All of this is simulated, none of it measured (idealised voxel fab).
Module name: voxel wiring stack (process module)
Each square cell in cross-section cut measures 5 nm, and the section as a whole is 240 nm wide.
Bands, listed from the top down, are how a cross-section gets written in this document; the cross-section itself is a grid of square cells, and a band is one or more rows of them.
Look at the band entry: it leads with the top's height and the bottom's height in nm. Then it lists the materials left to right, with a width in nm for each. The word "throughout" on a single material says that material fills the band edge to edge. The word "air" is empty space.
Note: height 0 marks the level under which the wafer is uniformly one material as received. Lowest band unbounded below, written "0 nm and below".
Width: "30 to 40" (first number = top row, second number = bottom row, same change from row to row of cells).
Step marked "nothing was modified"? Then no cell in the cross-section changed in it.
"Closed void table" means: voids of 8 cells or more that are shut off from the top with no open way through. Written width x height at distance, distance from the left edge, in nm.
Formally, on a step line, whatever follows the settings is a remark that the simulator itself makes on the step.
You can add "overlay nm" to a step's line. For a step with a mask, it describes how far the mask lay to the right of its planned position, and a negative number describes a lay to the left.

**These are the steps we planned for the process**
step 1: RECEIVE [material Si]
step 2: CONFORMAL_DEP [material SiO2] [thk nm 15]
step 3: DIRECTIONAL_DEP [material TiN] [thk nm 5]
step 4: DIRECTIONAL_DEP [material Ru] [thk nm 25]
step 5: PATTERN [tone cover] [mask id METAL_1] [material resist] [width nm 25] [pitch nm 45] [thk nm 20] [overlay nm 0]
step 6: DIRECTIONAL_ETCH [etch materials Ru] [depth nm 25]
step 7: DIRECTIONAL_ETCH [etch materials TiN] [depth nm 5]
step 8: STRIP [etch materials resist]
step 9: FILL_DEP [material lowk] [thk nm 10]
step 10: CMP [height nm 45]
step 11: CONFORMAL_DEP [material SiCN] [thk nm 5]
step 12: DIRECTIONAL_DEP [material lowk] [thk nm 25]
step 13: DIRECTIONAL_DEP [material aC] [thk nm 10]
step 14: PATTERN [tone open] [mask id METAL_2_HOLES] [material resist] [width nm 15] [pitch nm 45] [thk nm 25] [overlay nm 0]
step 15: DIRECTIONAL_ETCH [etch materials aC] [depth nm 10]
step 16: STRIP [etch materials resist]
step 17: DIRECTIONAL_ETCH [etch materials lowk] [depth nm 25]
step 18: STRIP [etch materials aC]
step 19: MASKED_ETCH [tone open] [mask id METAL_2] [width nm 25] [pitch nm 45] [etch materials lowk] [depth nm 15] [overlay nm 0]
step 20: MASKED_ETCH [tone open] [mask id METAL_2] [width nm 25] [pitch nm 45] [etch materials SiCN] [depth nm 5] [overlay nm 0]
step 21: CONFORMAL_DEP [material TiN] [thk nm 5]
step 22: FILL_DEP [material Cu] [thk nm 10]
step 23: CMP [height nm 75]
step 24: CONFORMAL_DEP [material SiCN] [thk nm 5]

**Cross-sectional view of the wafer in its as-received condition, corresponding to the state after step 1**
	0 nm and below | Si throughout
	Closed void table: none

**Look at the cross-section after the module: the wafer started out the way shown above and the plan was the one shown above, yet one mistake was made along the way**
	80 nm to 75 nm | SiCN throughout
	75 nm to 65 nm | 35 lowk  5 TiN  20 Cu  5 TiN  15 lowk  5 TiN  20 Cu  5 TiN  15 lowk  5 TiN  20 Cu  5 TiN  15 lowk  5 TiN  20 Cu  5 TiN  40 lowk
	65 nm to 55 nm | 35 lowk  5 TiN  5 Cu  20 to 5 TiN  15 to 30 lowk  5 TiN  5 Cu  20 to 5 TiN  15 to 30 lowk  5 TiN  5 Cu  20 to 5 TiN  15 to 30 lowk  5 TiN  5 Cu  20 to 5 TiN  40 to 55 lowk
	55 nm to 50 nm | 35 lowk  15 TiN  30 lowk  15 TiN  30 lowk  15 TiN  30 lowk  15 TiN  55 lowk
	50 nm to 45 nm | 40 SiCN  10 TiN  35 SiCN  10 TiN  35 SiCN  10 TiN  35 SiCN  10 TiN  55 SiCN
	45 nm to 20 nm | 40 lowk  25 Ru  20 lowk  25 Ru  20 lowk  25 Ru  20 lowk  25 Ru  40 lowk
	20 nm to 15 nm | 40 lowk  25 TiN  20 lowk  25 TiN  20 lowk  25 TiN  20 lowk  25 TiN  40 lowk
	15 nm to 0 nm | SiO2 throughout
	0 nm and below | Si throughout
	Closed void table: none
what went wrong: step 14, actual vs plan mismatch, actual run PATTERN [tone open] [mask id METAL_2_HOLES] [material resist] [width nm 15] [pitch nm 45] [thk nm 25] [overlay nm -5]
